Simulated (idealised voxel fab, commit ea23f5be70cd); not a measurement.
The document below concerns the process module designated voxel tone inversion.
Square cells of 5 nm make up the cross-section cut, whose width is 140 nm.
Think of the cross-section as a grid of square cells. We describe it in bands, top to bottom, and each band covers one or more rows of those cells. Heights first: top, then bottom, in nm. Then materials, left to right, each with a width in nm. "edge to edge" on a single material: fills the band edge to edge. "air": empty space. Convention: height 0 is the level below which the wafer, as received, is all one material. The lowest band does not terminate at the bottom but continues downward, represented as "from 0 down". So if you see something like "30 to 40" for the width, read it as the top row of the band sitting at the first number and the bottom row at the second, with every row in between moving by the same amount as the last. Step marked "everything unchanged"? Then no cell in the cross-section changed in it. Empty spaces counting at least 8 cells and having no open way to the top are listed in "Enclosed void listing". The notation width x height at distance is used for each, the distance being from the left edge and all three values in nm. Note: text after step settings on the step line = simulator remark on that step. overlay nm: mask offset rightward from planned place, masked step; negative means leftward offset.

SET OUT BELOW ARE THE PLANNED STEPS OF THE PROCESS
1. RECEIVE with material Si
2. CONFORMAL_DEP with material SiCN, thk nm 10
3. DIRECTIONAL_DEP with material polySi, thk nm 15
4. PATTERN with tone cover, mask id POSTS, material resist, width nm 20, pitch nm 50, thk nm 25, overlay nm 0
5. DIRECTIONAL_ETCH with etch materials polySi, depth nm 15
6. STRIP with etch materials resist
7. FILL_DEP with material SiO2, thk nm 5
8. CMP with height nm 25
9. STRIP with etch materials polySi

STEP 1 COMPLETE: CROSS-SECTION OF THE WAFER AS RECEIVED
- from 0 down  Si edge to edge
- Enclosed void listing: none

THE MODULE WAS RUN FROM THE START SHOWN ABOVE USING THE PLAN SHOWN ABOVE, BUT ONE MISTAKE WAS MADE DOING IT; THE RESULTING WAFER CROSS-SECTION IS BELOW
- from 15 to 10  35 of SiO2, 20 of air, 30 of SiO2, 20 of air, 35 of SiO2
- from 10 to 0  SiCN edge to edge
- from 0 down  Si edge to edge
- Enclosed void listing: none
Nonconformance to the process plan: step 8 deviated from plan and actually ran as CMP with height nm 15
